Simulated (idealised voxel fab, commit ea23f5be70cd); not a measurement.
process module | voxel trench capacitor
cross-section cut | 255 nm wide | cells 5 nm
A cross-section is a grid of square cells, given in bands from the top down. A band is one or more rows of cells.
Each band's line starts with the height of the band's top and of its bottom, in nm. Then come its materials from left to right, each with its width in nm. One material with "throughout" fills the band from edge to edge. "air" is empty space.
Height 0 is the level under which the wafer as received is all one material. The lowest band goes on downwards, as in "0 down".
A width such as "30 to 40" changes by the same amount from each row of cells to the next, from the band's top row to its bottom row.
"no change" after a step means that no cell of the cross-section changed.
closed voids: empty space of 8 cells or more with no open way to the top, each as width x height at its distance from the left edge, in nm
after a step's settings: what the simulator itself notes on the step
overlay nm, on a step with a mask: how far to the right of its planned place the mask lay; to the left if negative
plan
1 op RECEIVE | material Si
2 op CONFORMAL_DEP | material SiN | thk nm 10
3 op MASKED_ETCH | tone open | mask id TRENCH | width nm 25 | pitch nm 50 | etch materials SiN | depth nm 10 | overlay nm 0
4 op MASKED_ETCH | tone open | mask id TRENCH | width nm 25 | pitch nm 50 | etch materials Si | depth nm 40 | overlay nm 0
5 op CONFORMAL_DEP | material Al2O3 | thk nm 5
6 op CONFORMAL_DEP | material TiN | thk nm 5
7 op FILL_DEP | material W | thk nm 5
8 op CMP | height nm 10
first wafer, as planned
as received, after step 1
  0 down: Si throughout
  closed voids: none
after step 2
  10 to 0: SiN throughout
  below 0: unchanged
after step 3
  10 to 0: SiN 90 | air 25 | SiN 25 | air 25 | SiN 90
  below 0: unchanged
after step 4
  10 to 0: SiN 90 | air 25 | SiN 25 | air 25 | SiN 90
  0 to -40: Si 90 | air 25 | Si 25 | air 25 | Si 90
  below -40: unchanged
after step 5
  15 to 10: Al2O3 95 | air 15 | Al2O3 35 | air 15 | Al2O3 95
  10 to 0: SiN 90 | Al2O3 5 | air 15 | Al2O3 5 | SiN 25 | Al2O3 5 | air 15 | Al2O3 5 | SiN 90
  0 to -35: Si 90 | Al2O3 5 | air 15 | Al2O3 5 | Si 25 | Al2O3 5 | air 15 | Al2O3 5 | Si 90
  -35 to -40: Si 90 | Al2O3 25 | Si 25 | Al2O3 25 | Si 90
  below -40: unchanged
after step 6
  20 to 15: TiN 100 | air 5 | TiN 45 | air 5 | TiN 100
  15 to 10: Al2O3 95 | TiN 5 | air 5 | TiN 5 | Al2O3 35 | TiN 5 | air 5 | TiN 5 | Al2O3 95
  10 to 0: SiN 90 | Al2O3 5 | TiN 5 | air 5 | TiN 5 | Al2O3 5 | SiN 25 | Al2O3 5 | TiN 5 | air 5 | TiN 5 | Al2O3 5 | SiN 90
  0 to -30: Si 90 | Al2O3 5 | TiN 5 | air 5 | TiN 5 | Al2O3 5 | Si 25 | Al2O3 5 | TiN 5 | air 5 | TiN 5 | Al2O3 5 | Si 90
  -30 to -35: Si 90 | Al2O3 5 | TiN 15 | Al2O3 5 | Si 25 | Al2O3 5 | TiN 15 | Al2O3 5 | Si 90
  below -35: unchanged
after step 7
  25 to 20: W throughout
  20 to 15: TiN 100 | W 5 | TiN 45 | W 5 | TiN 100
  15 to 10: Al2O3 95 | TiN 5 | W 5 | TiN 5 | Al2O3 35 | TiN 5 | W 5 | TiN 5 | Al2O3 95
  10 to 0: SiN 90 | Al2O3 5 | TiN 5 | W 5 | TiN 5 | Al2O3 5 | SiN 25 | Al2O3 5 | TiN 5 | W 5 | TiN 5 | Al2O3 5 | SiN 90
  0 to -30: Si 90 | Al2O3 5 | TiN 5 | W 5 | TiN 5 | Al2O3 5 | Si 25 | Al2O3 5 | TiN 5 | W 5 | TiN 5 | Al2O3 5 | Si 90
  below -30: unchanged
after step 8
  10 to 0: SiN 90 | Al2O3 5 | TiN 5 | W 5 | TiN 5 | Al2O3 5 | SiN 25 | Al2O3 5 | TiN 5 | W 5 | TiN 5 | Al2O3 5 | SiN 90
  below 0: unchanged
second wafer: like start, like plan, one mistake. Through step 1 it matches the first wafer
when step 2 should have ended
  10 to 0: Al2O3 throughout
  below 0: unchanged
when step 3 should have ended: no change
when step 4 should have ended: no change
when step 5 should have ended
  15 to 0: Al2O3 throughout
  below 0: unchanged
when step 6 should have ended
  20 to 15: TiN throughout
  below 15: unchanged
when step 7 should have ended
  25 to 20: W throughout
  below 20: unchanged
when step 8 should have ended
  10 to 0: Al2O3 throughout
  below 0: unchanged
what went wrong: step 2 ran as: op CONFORMAL_DEP | material Al2O3 | thk nm 10
at the end the second wafer has, in cells: 56 more of Al2O3 | 80 more of Si | 82 fewer of SiN | 38 fewer of TiN | 16 fewer of W
